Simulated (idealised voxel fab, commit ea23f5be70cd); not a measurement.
A process module follows: voxel capacitor over wiring.
Pictured: cross-section cut, 210 nm wide, on a grid of 5 nm square cells.
The cross-sections in this document take the form of a grid made of square cells. They are written out as bands, in order from top to bottom. Each band consists of one or more rows of cells.
The band entry comprises the height of the band's top followed by the height of its bottom, expressed in nm, and subsequently the band's materials from left to right, each stated together with its width in nm. Where a single material is marked with the word "everywhere", that material fills the band from edge to edge. The word "blank" represents empty space.
Heights from 0 (as-received wafer is one material below). Bottom band endless downward, as "0 nm and below".
The notation "30->40" denotes a width that varies across the rows of cells in the band, beginning at the first number in the top row, finishing at the second number in the bottom row, and changing by an identical amount from each row to the next.
It should be understood that the words "nothing changed", when stated for a given step, signify that the cross-section underwent no change in any of its cells during that step.
Empty spaces without an open route to the top, at least 8 cells in extent, make up the entry "Voids, sealed"; each is given as width x height at distance, where the distance is measured from the left edge, and all are in nm.
What comes after the settings on a step's line is commentary from the simulator itself on that step.
If you see "overlay nm" on a step's line and that step has a mask, it's telling you how far right of where it was planned the mask ended up; a negative number means it went left instead.

THE PLANNED PROCESS STEPS ARE ENUMERATED HEREUNDER
1 RECEIVE | material Si
2 CONFORMAL_DEP | material SiO2 | thk nm 10
3 CONFORMAL_DEP | material SiCN | thk nm 5
4 DIRECTIONAL_DEP | material SiO2 | thk nm 25
5 PATTERN | tone open | mask id METAL_1 | material resist | width nm 25 | pitch nm 80 | thk nm 20 | overlay nm 0
6 DIRECTIONAL_ETCH | etch materials SiO2 | depth nm 25
7 DIRECTIONAL_ETCH | etch materials SiCN | depth nm 5
8 STRIP | etch materials resist
9 CONFORMAL_DEP | material TiN | thk nm 5
10 FILL_DEP | material Ru | thk nm 10
11 CMP | height nm 40
12 CONFORMAL_DEP | material SiCN | thk nm 5
13 DIRECTIONAL_DEP | material lowk | thk nm 15
14 PATTERN | tone open | mask id PLUG_1 | material resist | width nm 15 | thk nm 15 | overlay nm 0
15 DIRECTIONAL_ETCH | etch materials lowk | depth nm 15
16 DIRECTIONAL_ETCH | etch materials SiCN | depth nm 5
17 STRIP | etch materials resist
18 EPI | material Ru | thk nm 10
19 EPI | material Ru | thk nm 10
20 DIRECTIONAL_DEP | material TiN | thk nm 10
21 DIRECTIONAL_DEP | material Al2O3 | thk nm 5
22 DIRECTIONAL_DEP | material TiN | thk nm 10
23 DIRECTIONAL_DEP | material aC | thk nm 10
24 PATTERN | tone cover | mask id UPPER_PLATE | material resist | width nm 60 | thk nm 25 | overlay nm 0
25 DIRECTIONAL_ETCH | etch materials aC | depth nm 10
26 STRIP | etch materials resist
27 DIRECTIONAL_ETCH | etch materials TiN | depth nm 10
28 DIRECTIONAL_ETCH | etch materials Al2O3 | depth nm 5
29 STRIP | etch materials aC
30 DIRECTIONAL_DEP | material aC | thk nm 15
31 PATTERN | tone cover | mask id LOWER_PLATE | material resist | width nm 70 | thk nm 30 | overlay nm -15
32 DIRECTIONAL_ETCH | etch materials aC | depth nm 15
33 STRIP | etch materials resist
34 DIRECTIONAL_ETCH | etch materials TiN | depth nm 10
35 STRIP | etch materials aC
36 FILL_DEP | material SiO2 | thk nm 15
37 CMP | height nm 95
38 DIRECTIONAL_DEP | material aC | thk nm 10
39 PATTERN | tone open | mask id PLUG_2 | material resist | width nm 15 | thk nm 25 | overlay nm 0
40 DIRECTIONAL_ETCH | etch materials aC | depth nm 10
41 STRIP | etch materials resist
42 DIRECTIONAL_ETCH | etch materials SiO2 | depth nm 10
43 STRIP | etch materials aC
44 CONFORMAL_DEP | material TiN | thk nm 5
45 FILL_DEP | material Cu | thk nm 5
46 CMP | height nm 95
47 CONFORMAL_DEP | material SiN | thk nm 5
Quick note for whoever runs this: the wafers start identical, but the overlay nm at step 31 isn't the same across them. The plan just shows what the first wafer had.

AS RECEIVED, I.E. AFTER STEP 1: CROSS-SECTION THROUGH THE FIRST OF SEVERAL WAFERS
	0 nm and below | Si everywhere
	Voids, sealed: none

THE ROWS OF THE TABLE BELOW ARE WAFERS. LOOKING AT THE END OF THE MODULE, A ROW COUNTS, FOR EVERY MATERIAL, THE CELLS THE WAFER HAS GAINED, SHOWN AS (+), OR LOST, SHOWN AS (-), SINCE IT WAS RECEIVED; ITS CLOSED VOIDS COME NEXT
overlay nm -15, +12 Al2O3, +1 Cu, +42 Ru, +71 SiCN, +42 SiN, +468 SiO2, +87 TiN, +117 lowk, Voids, sealed: none
overlay nm -10, +12 Al2O3, +1 Cu, +42 Ru, +71 SiCN, +42 SiN, +468 SiO2, +87 TiN, +117 lowk, Voids, sealed: none
overlay nm -5, +12 Al2O3, +1 Cu, +42 Ru, +71 SiCN, +42 SiN, +468 SiO2, +87 TiN, +117 lowk, Voids, sealed: none
overlay nm 0, +12 Al2O3, +1 Cu, +42 Ru, +71 SiCN, +42 SiN, +468 SiO2, +87 TiN, +117 lowk, Voids, sealed: none
overlay nm 5, +12 Al2O3, +1 Cu, +42 Ru, +71 SiCN, +42 SiN, +468 SiO2, +87 TiN, +117 lowk, Voids, sealed: none
overlay nm 10, +12 Al2O3, +1 Cu, +42 Ru, +71 SiCN, +42 SiN, +468 SiO2, +87 TiN, +117 lowk, Voids, sealed: none
overlay nm 15, +12 Al2O3, +1 Cu, +42 Ru, +71 SiCN, +42 SiN, +468 SiO2, +87 TiN, +117 lowk, Voids, sealed: none
